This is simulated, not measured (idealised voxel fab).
Herein follows the process module entitled voxel capacitor over wiring.
Displayed cross-section: cut, width of 280 nm, square cells sized 5 nm.
Think of the cross-section as a grid of square cells. We describe it in bands, top to bottom, and each band covers one or more rows of those cells. Each band's line starts with the height of the band's top and of its bottom, in nm. Then come its materials from left to right, each with its width in nm. One material with "all across" fills the band from edge to edge. "blank" is empty space. Measure heights from 0. That's the level where, below it, the as-received wafer is all one material. The lowest band is bottomless and extends downward; write it as in "from 0 down". Read "30->40" as a graded width: first number on top, second number at the bottom, same change between each pair of neighbouring rows. Any step labelled "everything unchanged" changed none of the cells in the cross-section. The label "Unvented cavities" introduces a list of the empty spaces, 8 cells or larger, that have no open way up to the top; each entry in it reads width x height at distance, where the distance is taken from the left edge and all three are stated in nm. Whatever follows a step's settings on its line is a remark the simulator itself makes about that step. What "overlay nm" on a step's line means: if the step has a mask, that mask lay this far to the right of its planned place, or, when the value is negative, to the left. Quick note on how to read the rest: it's all pairs. You get the cross-section before a process step and the one after, but the after one only goes down as far as the lowest band that changed. The step in between, with its settings, sits under the pair. Heads up, the pairs can come from different runs of this module on the same starting wafer, so don't assume a pair picks up from the one above unless its "Cross-section, before" entry says it does.

## Cross-section, before
  from 0 down: Si all across
  Unvented cavities: none

## Cross-Section After Step
  from 15 to 0: SiO2 all across
  Nothing below the height 0 has changed.
  Unvented cavities: none
Step sandwiched between the two cross-sections above: op CONFORMAL_DEP | material SiO2 | thk nm 15

Cross-section, before: same picture as after in the pair right above, so we don't repeat it.

## Cross-Section After Step
  from 20 to 15: TiN all across
  Nothing below the height 15 has changed.
  Unvented cavities: none
Step sandwiched between the two cross-sections above: op DIRECTIONAL_DEP | material TiN | thk nm 5

Cross-section, before: same picture as after in the pair right above, so we don't repeat it.

## Cross-Section After Step
  from 35 to 20: W all across
  Nothing below the height 20 has changed.
  Unvented cavities: none
Step sandwiched between the two cross-sections above: op DIRECTIONAL_DEP | material W | thk nm 15

Cross-section, before: same picture as after in the pair right above, so we don't repeat it.

## Cross-Section After Step
  from 55 to 35: 75 blank  30 resist  70 blank  30 resist  75 blank
  Nothing below the height 35 has changed.
  Unvented cavities: none
Step sandwiched between the two cross-sections above: op PATTERN | tone cover | mask id METAL_1 | material resist | width nm 30 | pitch nm 100 | thk nm 20 | overlay nm 0

Cross-section, before: same picture as after in the pair right above, so we don't repeat it.

## Cross-Section After Step
  from 55 to 35: 75 blank  30 resist  70 blank  30 resist  75 blank
  from 35 to 20: 75 blank  30 W  70 blank  30 W  75 blank
  Nothing below the height 20 has changed.
  Unvented cavities: none
Step sandwiched between the two cross-sections above: op DIRECTIONAL_ETCH | etch materials W | depth nm 15

Cross-section, before: same picture as after in the pair right above, so we don't repeat it.

## Cross-Section After Step
  from 55 to 35: 75 blank  30 resist  70 blank  30 resist  75 blank
  from 35 to 20: 75 blank  30 W  70 blank  30 W  75 blank
  from 20 to 15: 75 blank  30 TiN  70 blank  30 TiN  75 blank
  Nothing below the height 15 has changed.
  Unvented cavities: none
Step sandwiched between the two cross-sections above: op DIRECTIONAL_ETCH | etch materials TiN | depth nm 5

Cross-section, before: same picture as after in the pair right above, so we don't repeat it.

## Cross-Section After Step
  from 35 to 20: 75 blank  30 W  70 blank  30 W  75 blank
  Nothing below the height 20 has changed.
  Unvented cavities: none
Step sandwiched between the two cross-sections above: op STRIP | etch materials resist

Cross-section, before: same picture as after in the pair right above, so we don't repeat it.

## Cross-Section After Step
  from 40 to 35: lowk all across
  from 35 to 20: 75 lowk  30 W  70 lowk  30 W  75 lowk
  from 20 to 15: 75 lowk  30 TiN  70 lowk  30 TiN  75 lowk
  Nothing below the height 15 has changed.
  Unvented cavities: none
Step sandwiched between the two cross-sections above: op FILL_DEP | material lowk | thk nm 5

Cross-section, before: same picture as after in the pair right above, so we don't repeat it.

## Cross-Section After Step
  from 35 to 20: 75 lowk  30 W  70 lowk  30 W  75 lowk
  Nothing below the height 20 has changed.
  Unvented cavities: none
Step sandwiched between the two cross-sections above: op CMP | height nm 35

Cross-section, before: same picture as after in the pair right above, so we don't repeat it.

## Cross-Section After Step
  from 40 to 35: SiCN all across
  Nothing below the height 35 has changed.
  Unvented cavities: none
Step sandwiched between the two cross-sections above: op CONFORMAL_DEP | material SiCN | thk nm 5

Cross-section, before: same picture as after in the pair right above, so we don't repeat it.

## Cross-Section After Step
  from 60 to 40: lowk all across
  Nothing below the height 40 has changed.
  Unvented cavities: none
Step sandwiched between the two cross-sections above: op DIRECTIONAL_DEP | material lowk | thk nm 20

Cross-section, before: same picture as after in the pair right above, so we don't repeat it.

## Cross-Section After Step
  from 70 to 60: aC all across
  Nothing below the height 60 has changed.
  Unvented cavities: none
Step sandwiched between the two cross-sections above: op DIRECTIONAL_DEP | material aC | thk nm 10

Cross-section, before: same picture as after in the pair right above, so we don't repeat it.

## Cross-Section After Step
  from 100 to 70: 90 resist  15 blank  175 resist
  Nothing below the height 70 has changed.
  Unvented cavities: none
Step sandwiched between the two cross-sections above: op PATTERN | tone open | mask id PLUG_1 | material resist | width nm 15 | thk nm 30 | overlay nm 0

Cross-section, before: same picture as after in the pair right above, so we don't repeat it.

## Cross-Section After Step
  from 90 to 70: 90 resist  15 blank  175 resist
  from 70 to 60: 90 aC  15 blank  175 aC
  Nothing below the height 60 has changed.
  Unvented cavities: none
Step sandwiched between the two cross-sections above: op DIRECTIONAL_ETCH | etch materials aC | depth nm 10

Cross-section, before: same picture as after in the pair right above, so we don't repeat it.

## Cross-Section After Step
  from 70 to 60: 90 aC  15 blank  175 aC
  Nothing below the height 60 has changed.
  Unvented cavities: none
Step sandwiched between the two cross-sections above: op STRIP | etch materials resist

Cross-section, before: same picture as after in the pair right above, so we don't repeat it.

## Cross-Section After Step
  from 70 to 60: 90 aC  15 blank  175 aC
  from 60 to 40: 90 lowk  15 blank  175 lowk
  Nothing below the height 40 has changed.
  Unvented cavities: none
Step sandwiched between the two cross-sections above: op DIRECTIONAL_ETCH | etch materials lowk | depth nm 20

Cross-section, before: same picture as after in the pair right above, so we don't repeat it.

## Cross-Section After Step
  from 70 to 60: 90 aC  15 blank  175 aC
  from 60 to 40: 90 lowk  15 blank  175 lowk
  from 40 to 35: 90 SiCN  15 blank  175 SiCN
  Nothing below the height 35 has changed.
  Unvented cavities: none
Step sandwiched between the two cross-sections above: op DIRECTIONAL_ETCH | etch materials SiCN | depth nm 5

Cross-section, before: same picture as after in the pair right above, so we don't repeat it.

## Cross-Section After Step
  from 60 to 40: 90 lowk  15 blank  175 lowk
  Nothing below the height 40 has changed.
  Unvented cavities: none
Step sandwiched between the two cross-sections above: op STRIP | etch materials aC

Cross-section, before: same picture as after in the pair right above, so we don't repeat it.

## Cross-Section After Step
  from 60 to 45: 90 lowk  15 blank  175 lowk
  from 45 to 40: 90 lowk  15 Ru  175 lowk
  from 40 to 35: 90 SiCN  15 Ru  175 SiCN
  Nothing below the height 35 has changed.
  Unvented cavities: none
Step sandwiched between the two cross-sections above: op EPI | material Ru | thk nm 10

Cross-section, before: same picture as after in the pair right above, so we don't repeat it.

## Cross-Section After Step
  from 60 to 55: 90 lowk  15 blank  175 lowk
  from 55 to 40: 90 lowk  15 Ru  175 lowk
  Nothing below the height 40 has changed.
  Unvented cavities: none
Step sandwiched between the two cross-sections above: op EPI | material Ru | thk nm 10

Cross-section, before: same picture as after in the pair right above, so we don't repeat it.

## Cross-Section After Step
  from 60 to 40: 90 lowk  15 Ru  175 lowk
  Nothing below the height 40 has changed.
  Unvented cavities: none
Step sandwiched between the two cross-sections above: op EPI | material Ru | thk nm 5

Cross-section, before: same picture as after in the pair right above, so we don't repeat it.

## Cross-Section After Step
  from 65 to 60: TiN all across
  Nothing below the height 60 has changed.
  Unvented cavities: none
Step sandwiched between the two cross-sections above: op DIRECTIONAL_DEP | material TiN | thk nm 5

Cross-section, before: same picture as after in the pair right above, so we don't repeat it.

## Cross-Section After Step
  from 70 to 65: HfO2 all across
  Nothing below the height 65 has changed.
  Unvented cavities: none
Step sandwiched between the two cross-sections above: op DIRECTIONAL_DEP | material HfO2 | thk nm 5

Cross-section, before: same picture as after in the pair right above, so we don't repeat it.

## Cross-Section After Step
  from 80 to 70: TiN all across
  Nothing below the height 70 has changed.
  Unvented cavities: none
Step sandwiched between the two cross-sections above: op DIRECTIONAL_DEP | material TiN | thk nm 10

Cross-section, before: same picture as after in the pair right above, so we don't repeat it.

## Cross-Section After Step
  from 80 to 70: 90 blank  75 TiN  115 blank
  Nothing below the height 70 has changed.
  Unvented cavities: none
Step sandwiched between the two cross-sections above: op MASKED_ETCH | tone cover | mask id UPPER_PLATE | width nm 75 | etch materials TiN | depth nm 10 | overlay nm 0

Cross-section, before: same picture as after in the pair right above, so we don't repeat it.

## Cross-Section After Step
  from 80 to 70: 90 blank  75 TiN  115 blank
  from 70 to 65: 90 blank  75 HfO2  115 blank
  Nothing below the height 65 has changed.
  Unvented cavities: none
Step sandwiched between the two cross-sections above: op MASKED_ETCH | tone cover | mask id UPPER_PLATE | width nm 75 | etch materials HfO2 | depth nm 5 | overlay nm 0

Cross-section, before: same picture as after in the pair right above, so we don't repeat it.

## Cross-Section After Step
  from 90 to 80: 90 blank  75 aC  115 blank
  from 80 to 75: 90 blank  75 TiN  115 blank
  from 75 to 70: 90 aC  75 TiN  115 aC
  from 70 to 65: 90 aC  75 HfO2  115 aC
  Nothing below the height 65 has changed.
  Unvented cavities: none
Step sandwiched between the two cross-sections above: op DIRECTIONAL_DEP | material aC | thk nm 10

Cross-section, before: same picture as after in the pair right above, so we don't repeat it.

## Cross-Section After Step
  from 120 to 90: 85 blank  85 resist  110 blank
  from 90 to 80: 85 blank  5 resist  75 aC  5 resist  110 blank
  from 80 to 75: 85 blank  5 resist  75 TiN  5 resist  110 blank
  Nothing below the height 75 has changed.
  Unvented cavities: none
Step sandwiched between the two cross-sections above: op PATTERN | tone cover | mask id LOWER_PLATE | material resist | width nm 85 | thk nm 30 | overlay nm 0

Cross-section, before: same picture as after in the pair right above, so we don't repeat it.

## Cross-Section After Step
  from 110 to 90: 85 blank  85 resist  110 blank
  from 90 to 80: 85 blank  5 resist  75 aC  5 resist  110 blank
  from 80 to 75: 85 blank  5 resist  75 TiN  5 resist  110 blank
  from 75 to 70: 85 blank  5 aC  75 TiN  5 aC  110 blank
  from 70 to 65: 85 blank  5 aC  75 HfO2  5 aC  110 blank
  Nothing below the height 65 has changed.
  Unvented cavities: none
Step sandwiched between the two cross-sections above: op DIRECTIONAL_ETCH | etch materials aC | depth nm 10

Cross-section, before: same picture as after in the pair right above, so we don't repeat it.

## Cross-Section After Step
  from 90 to 80: 90 blank  75 aC  115 blank
  from 80 to 75: 90 blank  75 TiN  115 blank
  Nothing below the height 75 has changed.
  Unvented cavities: none
Step sandwiched between the two cross-sections above: op STRIP | etch materials resist

Cross-section, before: same picture as after in the pair right above, so we don't repeat it.

## Cross-Section After Step
  from 90 to 80: 90 blank  75 aC  115 blank
  from 80 to 75: 90 blank  75 TiN  115 blank
  from 75 to 70: 85 blank  5 aC  75 TiN  5 aC  110 blank
  from 70 to 65: 85 blank  5 aC  75 HfO2  5 aC  110 blank
  from 65 to 60: 85 blank  85 TiN  110 blank
  Nothing below the height 60 has changed.
  Unvented cavities: none
Step sandwiched between the two cross-sections above: op DIRECTIONAL_ETCH | etch materials TiN | depth nm 5

Cross-section, before: same picture as after in the pair right above, so we don't repeat it.

## Cross-Section After Step
  from 80 to 70: 90 blank  75 TiN  115 blank
  from 70 to 65: 90 blank  75 HfO2  115 blank
  Nothing below the height 65 has changed.
  Unvented cavities: none
Step sandwiched between the two cross-sections above: op STRIP | etch materials aC

Cross-section, before: same picture as after in the pair right above, so we don't repeat it.

## Cross-Section After Step
  from 100 to 80: SiO2 all across
  from 80 to 70: 90 SiO2  75 TiN  115 SiO2
  from 70 to 65: 90 SiO2  75 HfO2  115 SiO2
  from 65 to 60: 85 SiO2  85 TiN  110 SiO2
  Nothing below the height 60 has changed.
  Unvented cavities: none
Step sandwiched between the two cross-sections above: op FILL_DEP | material SiO2 | thk nm 20

Cross-section, before: same picture as after in the pair right above, so we don't repeat it.

## Cross-Section After Step
  from 95 to 80: SiO2 all across
  Nothing below the height 80 has changed.
  Unvented cavities: none
Step sandwiched between the two cross-sections above: op CMP | height nm 95

Cross-section, before: same picture as after in the pair right above, so we don't repeat it.

## Cross-Section After Step
  from 110 to 95: aC all across
  Nothing below the height 95 has changed.
  Unvented cavities: none
Step sandwiched between the two cross-sections above: op DIRECTIONAL_DEP | material aC | thk nm 15

Cross-section, before: same picture as after in the pair right above, so we don't repeat it.

## Cross-Section After Step
  from 140 to 110: 100 resist  15 blank  165 resist
  Nothing below the height 110 has changed.
  Unvented cavities: none
Step sandwiched between the two cross-sections above: op PATTERN | tone open | mask id PLUG_2 | material resist | width nm 15 | thk nm 30 | overlay nm 0

Cross-section, before: same picture as after in the pair right above, so we don't repeat it.

## Cross-Section After Step
  from 125 to 110: 100 resist  15 blank  165 resist
  from 110 to 95: 100 aC  15 blank  165 aC
  Nothing below the height 95 has changed.
  Unvented cavities: none
Step sandwiched between the two cross-sections above: op DIRECTIONAL_ETCH | etch materials aC | depth nm 15

Cross-section, before: same picture as after in the pair right above, so we don't repeat it.

## Cross-Section After Step
  from 110 to 95: 100 aC  15 blank  165 aC
  Nothing below the height 95 has changed.
  Unvented cavities: none
Step sandwiched between the two cross-sections above: op STRIP | etch materials resist

Cross-section, before: same picture as after in the pair right above, so we don't repeat it.

## Cross-Section After Step
  from 110 to 95: 100 aC  15 blank  165 aC
  from 95 to 80: 100 SiO2  15 blank  165 SiO2
  Nothing below the height 80 has changed.
  Unvented cavities: none
Step sandwiched between the two cross-sections above: op DIRECTIONAL_ETCH | etch materials SiO2 | depth nm 15

Cross-section, before: same picture as after in the pair right above, so we don't repeat it.

## Cross-Section After Step
  from 95 to 80: 100 SiO2  15 blank  165 SiO2
  Nothing below the height 80 has changed.
  Unvented cavities: none
Step sandwiched between the two cross-sections above: op STRIP | etch materials aC

Cross-section, before: same picture as after in the pair right above, so we don't repeat it.

## Cross-Section After Step
  from 100 to 95: 105 TiN  5 blank  170 TiN
  from 95 to 85: 100 SiO2  5 TiN  5 blank  5 TiN  165 SiO2
  from 85 to 80: 100 SiO2  15 TiN  165 SiO2
  Nothing below the height 80 has changed.
  Unvented cavities: none
Step sandwiched between the two cross-sections above: op CONFORMAL_DEP | material TiN | thk nm 5

Cross-section, before: same picture as after in the pair right above, so we don't repeat it.

## Cross-Section After Step
  from 105 to 100: Ru all across
  from 100 to 95: 105 TiN  5 Ru  170 TiN
  from 95 to 85: 100 SiO2  5 TiN  5 Ru  5 TiN  165 SiO2
  Nothing below the height 85 has changed.
  Unvented cavities: none
Step sandwiched between the two cross-sections above: op FILL_DEP | material Ru | thk nm 5

Cross-section, before: same picture as after in the pair right above, so we don't repeat it.

## Cross-Section After Step
  from 95 to 85: 100 SiO2  5 TiN  5 Ru  5 TiN  165 SiO2
  Nothing below the height 85 has changed.
  Unvented cavities: none
Step sandwiched between the two cross-sections above: op CMP | height nm 95

Cross-section, before: same picture as after in the pair right above, so we don't repeat it.

## Cross-Section After Step
  from 100 to 95: SiCN all across
  Nothing below the height 95 has changed.
  Unvented cavities: none
Step sandwiched between the two cross-sections above: op CONFORMAL_DEP | material SiCN | thk nm 5

## Cross-section, before
  from 60 to 45: 90 lowk  15 blank  175 lowk
  from 45 to 40: 90 lowk  15 Ru  175 lowk
  from 40 to 35: 90 SiCN  15 Ru  175 SiCN
  from 35 to 20: 75 lowk  30 W  70 lowk  30 W  75 lowk
  from 20 to 15: 75 lowk  30 TiN  70 lowk  30 TiN  75 lowk
  from 15 to 0: SiO2 all across
  from 0 down: Si all across
  Unvented cavities: none

## Cross-Section After Step
  from 60 to 50: 90 lowk  15 blank  175 lowk
  from 50 to 40: 90 lowk  15 Ru  175 lowk
  Nothing below the height 40 has changed.
  Unvented cavities: none
Step sandwiched between the two cross-sections above: op EPI | material Ru | thk nm 5

Cross-section, before: same picture as after in the pair right above, so we don't repeat it.

## Cross-Section After Step
  from 65 to 60: 90 TiN  15 blank  175 TiN
  from 60 to 55: 90 lowk  15 blank  175 lowk
  from 55 to 50: 90 lowk  15 TiN  175 lowk
  Nothing below the height 50 has changed.
  Unvented cavities: none
Step sandwiched between the two cross-sections above: op DIRECTIONAL_DEP | material TiN | thk nm 5

Cross-section, before: same picture as after in the pair right above, so we don't repeat it.

## Cross-Section After Step
  from 70 to 65: 90 HfO2  15 blank  175 HfO2
  from 65 to 60: 90 TiN  15 blank  175 TiN
  from 60 to 55: 90 lowk  15 HfO2  175 lowk
  Nothing below the height 55 has changed.
  Unvented cavities: none
Step sandwiched between the two cross-sections above: op DIRECTIONAL_DEP | material HfO2 | thk nm 5

Cross-section, before: same picture as after in the pair right above, so we don't repeat it.

## Cross-Section After Step
  from 80 to 70: 90 TiN  15 blank  175 TiN
  from 70 to 65: 90 HfO2  15 TiN  175 HfO2
  from 65 to 60: TiN all across
  Nothing below the height 60 has changed.
  Unvented cavities: none
Step sandwiched between the two cross-sections above: op DIRECTIONAL_DEP | material TiN | thk nm 10

Cross-section, before: same picture as after in the pair right above, so we don't repeat it.

## Cross-Section After Step
  from 80 to 70: 105 blank  60 TiN  115 blank
  Nothing below the height 70 has changed.
  Unvented cavities: none
Step sandwiched between the two cross-sections above: op MASKED_ETCH | tone cover | mask id UPPER_PLATE | width nm 75 | etch materials TiN | depth nm 10 | overlay nm 0

Cross-section, before: same picture as after in the pair right above, so we don't repeat it.

## Cross-Section After Step
  from 80 to 70: 105 blank  60 TiN  115 blank
  from 70 to 65: 90 blank  15 TiN  60 HfO2  115 blank
  Nothing below the height 65 has changed.
  Unvented cavities: none
Step sandwiched between the two cross-sections above: op MASKED_ETCH | tone cover | mask id UPPER_PLATE | width nm 75 | etch materials HfO2 | depth nm 5 | overlay nm 0

Cross-section, before: same picture as after in the pair right above, so we don't repeat it.

## Cross-Section After Step
  from 90 to 80: 105 blank  60 aC  115 blank
  from 80 to 75: 90 blank  15 aC  60 TiN  115 blank
  from 75 to 70: 105 aC  60 TiN  115 aC
  from 70 to 65: 90 aC  15 TiN  60 HfO2  115 aC
  Nothing below the height 65 has changed.
  Unvented cavities: none
Step sandwiched between the two cross-sections above: op DIRECTIONAL_DEP | material aC | thk nm 10

Cross-section, before: same picture as after in the pair right above, so we don't repeat it.

## Cross-Section After Step
  from 120 to 90: 85 blank  85 resist  110 blank
  from 90 to 80: 85 blank  20 resist  60 aC  5 resist  110 blank
  from 80 to 75: 85 blank  5 resist  15 aC  60 TiN  5 resist  110 blank
  Nothing below the height 75 has changed.
  Unvented cavities: none
Step sandwiched between the two cross-sections above: op PATTERN | tone cover | mask id LOWER_PLATE | material resist | width nm 85 | thk nm 30 | overlay nm 0

Cross-section, before: same picture as after in the pair right above, so we don't repeat it.

## Cross-Section After Step
  from 110 to 90: 85 blank  85 resist  110 blank
  from 90 to 80: 85 blank  20 resist  60 aC  5 resist  110 blank
  from 80 to 75: 85 blank  5 resist  15 aC  60 TiN  5 resist  110 blank
  from 75 to 70: 85 blank  20 aC  60 TiN  5 aC  110 blank
  from 70 to 65: 85 blank  5 aC  15 TiN  60 HfO2  5 aC  110 blank
  Nothing below the height 65 has changed.
  Unvented cavities: none
Step sandwiched between the two cross-sections above: op DIRECTIONAL_ETCH | etch materials aC | depth nm 10

Cross-section, before: same picture as after in the pair right above, so we don't repeat it.

## Cross-Section After Step
  from 90 to 80: 105 blank  60 aC  115 blank
  from 80 to 75: 90 blank  15 aC  60 TiN  115 blank
  Nothing below the height 75 has changed.
  Unvented cavities: none
Step sandwiched between the two cross-sections above: op STRIP | etch materials resist

Cross-section, before: same picture as after in the pair right above, so we don't repeat it.

## Cross-Section After Step
  from 90 to 80: 105 blank  60 aC  115 blank
  from 80 to 75: 90 blank  15 aC  60 TiN  115 blank
  from 75 to 70: 85 blank  20 aC  60 TiN  5 aC  110 blank
  from 70 to 65: 85 blank  5 aC  15 TiN  60 HfO2  5 aC  110 blank
  from 65 to 60: 85 blank  85 TiN  110 blank
  Nothing below the height 60 has changed.
  Unvented cavities: none
Step sandwiched between the two cross-sections above: op DIRECTIONAL_ETCH | etch materials TiN | depth nm 5

Cross-section, before: same picture as after in the pair right above, so we don't repeat it.

## Cross-Section After Step
  from 80 to 70: 105 blank  60 TiN  115 blank
  from 70 to 65: 90 blank  15 TiN  60 HfO2  115 blank
  Nothing below the height 65 has changed.
  Unvented cavities: none
Step sandwiched between the two cross-sections above: op STRIP | etch materials aC

Cross-section, before: same picture as after in the pair right above, so we don't repeat it.

## Cross-Section After Step
  from 100 to 80: SiO2 all across
  from 80 to 70: 105 SiO2  60 TiN  115 SiO2
  from 70 to 65: 90 SiO2  15 TiN  60 HfO2  115 SiO2
  from 65 to 60: 85 SiO2  85 TiN  110 SiO2
  Nothing below the height 60 has changed.
  Unvented cavities: none
Step sandwiched between the two cross-sections above: op FILL_DEP | material SiO2 | thk nm 20

Cross-section, before: same picture as after in the pair right above, so we don't repeat it.

## Cross-Section After Step
  from 95 to 80: SiO2 all across
  Nothing below the height 80 has changed.
  Unvented cavities: none
Step sandwiched between the two cross-sections above: op CMP | height nm 95

Cross-section, before: same picture as after in the pair right above, so we don't repeat it.

## Cross-Section After Step
  from 110 to 95: aC all across
  Nothing below the height 95 has changed.
  Unvented cavities: none
Step sandwiched between the two cross-sections above: op DIRECTIONAL_DEP | material aC | thk nm 15

Cross-section, before: same picture as after in the pair right above, so we don't repeat it.

## Cross-Section After Step
  from 140 to 110: 100 resist  15 blank  165 resist
  Nothing below the height 110 has changed.
  Unvented cavities: none
Step sandwiched between the two cross-sections above: op PATTERN | tone open | mask id PLUG_2 | material resist | width nm 15 | thk nm 30 | overlay nm 0

Cross-section, before: same picture as after in the pair right above, so we don't repeat it.

## Cross-Section After Step
  from 125 to 110: 100 resist  15 blank  165 resist
  from 110 to 95: 100 aC  15 blank  165 aC
  Nothing below the height 95 has changed.
  Unvented cavities: none
Step sandwiched between the two cross-sections above: op DIRECTIONAL_ETCH | etch materials aC | depth nm 15

Cross-section, before: same picture as after in the pair right above, so we don't repeat it.

## Cross-Section After Step
  from 110 to 95: 100 aC  15 blank  165 aC
  Nothing below the height 95 has changed.
  Unvented cavities: none
Step sandwiched between the two cross-sections above: op STRIP | etch materials resist

Cross-section, before: same picture as after in the pair right above, so we don't repeat it.

## Cross-Section After Step
  from 110 to 95: 100 aC  15 blank  165 aC
  from 95 to 80: 100 SiO2  15 blank  165 SiO2
  Nothing below the height 80 has changed.
  Unvented cavities: none
Step sandwiched between the two cross-sections above: op DIRECTIONAL_ETCH | etch materials SiO2 | depth nm 15

Cross-section, before: same picture as after in the pair right above, so we don't repeat it.

## Cross-Section After Step
  from 95 to 80: 100 SiO2  15 blank  165 SiO2
  Nothing below the height 80 has changed.
  Unvented cavities: none
Step sandwiched between the two cross-sections above: op STRIP | etch materials aC

Cross-section, before: same picture as after in the pair right above, so we don't repeat it.

## Cross-Section After Step
  from 100 to 95: 105 TiN  5 blank  170 TiN
  from 95 to 85: 100 SiO2  5 TiN  5 blank  5 TiN  165 SiO2
  from 85 to 80: 100 SiO2  15 TiN  165 SiO2
  Nothing below the height 80 has changed.
  Unvented cavities: none
Step sandwiched between the two cross-sections above: op CONFORMAL_DEP | material TiN | thk nm 5

Cross-section, before: same picture as after in the pair right above, so we don't repeat it.

## Cross-Section After Step
  from 105 to 100: Ru all across
  from 100 to 95: 105 TiN  5 Ru  170 TiN
  from 95 to 85: 100 SiO2  5 TiN  5 Ru  5 TiN  165 SiO2
  Nothing below the height 85 has changed.
  Unvented cavities: none
Step sandwiched between the two cross-sections above: op FILL_DEP | material Ru | thk nm 5

Cross-section, before: same picture as after in the pair right above, so we don't repeat it.

## Cross-Section After Step
  from 95 to 85: 100 SiO2  5 TiN  5 Ru  5 TiN  165 SiO2
  Nothing below the height 85 has changed.
  Unvented cavities: none
Step sandwiched between the two cross-sections above: op CMP | height nm 95

Cross-section, before: same picture as after in the pair right above, so we don't repeat it.

## Cross-Section After Step
  from 100 to 95: SiCN all across
  Nothing below the height 95 has changed.
  Unvented cavities: none
Step sandwiched between the two cross-sections above: op CONFORMAL_DEP | material SiCN | thk nm 5

## Cross-section, before
  from 15 to 0: SiO2 all across
  from 0 down: Si all across
  Unvented cavities: none

## Cross-Section After Step
  from 30 to 0: SiO2 all across
  Nothing below the height 0 has changed.
  Unvented cavities: none
Step sandwiched between the two cross-sections above: op CONFORMAL_DEP | material SiO2 | thk nm 15

Cross-section, before: same picture as after in the pair right above, so we don't repeat it.

## Cross-Section After Step
  from 35 to 30: TiN all across
  Nothing below the height 30 has changed.
  Unvented cavities: none
Step sandwiched between the two cross-sections above: op DIRECTIONAL_DEP | material TiN | thk nm 5

Cross-section, before: same picture as after in the pair right above, so we don't repeat it.

## Cross-Section After Step
  from 50 to 35: W all across
  Nothing below the height 35 has changed.
  Unvented cavities: none
Step sandwiched between the two cross-sections above: op DIRECTIONAL_DEP | material W | thk nm 15

Cross-section, before: same picture as after in the pair right above, so we don't repeat it.

## Cross-Section After Step
  from 70 to 50: 75 blank  30 resist  70 blank  30 resist  75 blank
  Nothing below the height 50 has changed.
  Unvented cavities: none
Step sandwiched between the two cross-sections above: op PATTERN | tone cover | mask id METAL_1 | material resist | width nm 30 | pitch nm 100 | thk nm 20 | overlay nm 0

Cross-section, before: same picture as after in the pair right above, so we don't repeat it.

## Cross-Section After Step
  from 70 to 50: 75 blank  30 resist  70 blank  30 resist  75 blank
  from 50 to 35: 75 blank  30 W  70 blank  30 W  75 blank
  Nothing below the height 35 has changed.
  Unvented cavities: none
Step sandwiched between the two cross-sections above: op DIRECTIONAL_ETCH | etch materials W | depth nm 15

Cross-section, before: same picture as after in the pair right above, so we don't repeat it.

## Cross-Section After Step
  from 70 to 50: 75 blank  30 resist  70 blank  30 resist  75 blank
  from 50 to 35: 75 blank  30 W  70 blank  30 W  75 blank
  from 35 to 30: 75 blank  30 TiN  70 blank  30 TiN  75 blank
  Nothing below the height 30 has changed.
  Unvented cavities: none
Step sandwiched between the two cross-sections above: op DIRECTIONAL_ETCH | etch materials TiN | depth nm 5

Cross-section, before: same picture as after in the pair right above, so we don't repeat it.

## Cross-Section After Step
  from 50 to 35: 75 blank  30 W  70 blank  30 W  75 blank
  Nothing below the height 35 has changed.
  Unvented cavities: none
Step sandwiched between the two cross-sections above: op STRIP | etch materials resist

Cross-section, before: same picture as after in the pair right above, so we don't repeat it.

## Cross-Section After Step
  from 55 to 50: lowk all across
  from 50 to 35: 75 lowk  30 W  70 lowk  30 W  75 lowk
  from 35 to 30: 75 lowk  30 TiN  70 lowk  30 TiN  75 lowk
  Nothing below the height 30 has changed.
  Unvented cavities: none
Step sandwiched between the two cross-sections above: op FILL_DEP | material lowk | thk nm 5

Cross-section, before: same picture as after in the pair right above, so we don't repeat it.

## Cross-Section After Step
  from 35 to 30: 75 lowk  30 TiN  70 lowk  30 TiN  75 lowk
  Nothing below the height 30 has changed.
  Unvented cavities: none
Step sandwiched between the two cross-sections above: op CMP | height nm 35

Cross-section, before: same picture as after in the pair right above, so we don't repeat it.

## Cross-Section After Step
  from 40 to 35: SiCN all across
  Nothing below the height 35 has changed.
  Unvented cavities: none
Step sandwiched between the two cross-sections above: op CONFORMAL_DEP | material SiCN | thk nm 5

Cross-section, before: same picture as after in the pair right above, so we don't repeat it.

## Cross-Section After Step
  from 60 to 40: lowk all across
  Nothing below the height 40 has changed.
  Unvented cavities: none
Step sandwiched between the two cross-sections above: op DIRECTIONAL_DEP | material lowk | thk nm 20

Cross-section, before: same picture as after in the pair right above, so we don't repeat it.

## Cross-Section After Step
  from 70 to 60: aC all across
  Nothing below the height 60 has changed.
  Unvented cavities: none
Step sandwiched between the two cross-sections above: op DIRECTIONAL_DEP | material aC | thk nm 10

Cross-section, before: same picture as after in the pair right above, so we don't repeat it.

## Cross-Section After Step
  from 100 to 70: 90 resist  15 blank  175 resist
  Nothing below the height 70 has changed.
  Unvented cavities: none
Step sandwiched between the two cross-sections above: op PATTERN | tone open | mask id PLUG_1 | material resist | width nm 15 | thk nm 30 | overlay nm 0

Cross-section, before: same picture as after in the pair right above, so we don't repeat it.

## Cross-Section After Step
  from 90 to 70: 90 resist  15 blank  175 resist
  from 70 to 60: 90 aC  15 blank  175 aC
  Nothing below the height 60 has changed.
  Unvented cavities: none
Step sandwiched between the two cross-sections above: op DIRECTIONAL_ETCH | etch materials aC | depth nm 10

Cross-section, before: same picture as after in the pair right above, so we don't repeat it.

## Cross-Section After Step
  from 70 to 60: 90 aC  15 blank  175 aC
  Nothing below the height 60 has changed.
  Unvented cavities: none
Step sandwiched between the two cross-sections above: op STRIP | etch materials resist

Cross-section, before: same picture as after in the pair right above, so we don't repeat it.

## Cross-Section After Step
  from 70 to 60: 90 aC  15 blank  175 aC
  from 60 to 40: 90 lowk  15 blank  175 lowk
  Nothing below the height 40 has changed.
  Unvented cavities: none
Step sandwiched between the two cross-sections above: op DIRECTIONAL_ETCH | etch materials lowk | depth nm 20

Cross-section, before: same picture as after in the pair right above, so we don't repeat it.

## Cross-Section After Step
  from 70 to 60: 90 aC  15 blank  175 aC
  from 60 to 40: 90 lowk  15 blank  175 lowk
  from 40 to 35: 90 SiCN  15 blank  175 SiCN
  Nothing below the height 35 has changed.
  Unvented cavities: none
Step sandwiched between the two cross-sections above: op DIRECTIONAL_ETCH | etch materials SiCN | depth nm 5

Cross-section, before: same picture as after in the pair right above, so we don't repeat it.

## Cross-Section After Step
  from 60 to 40: 90 lowk  15 blank  175 lowk
  Nothing below the height 40 has changed.
  Unvented cavities: none
Step sandwiched between the two cross-sections above: op STRIP | etch materials aC

Cross-section, before: same picture as after in the pair right above, so we don't repeat it.

## Cross-Section After Step
  from 60 to 45: 90 lowk  15 blank  175 lowk
  from 45 to 40: 90 lowk  15 Ru  175 lowk
  from 40 to 35: 90 SiCN  15 Ru  175 SiCN
  Nothing below the height 35 has changed.
  Unvented cavities: none
Step sandwiched between the two cross-sections above: op EPI | material Ru | thk nm 10
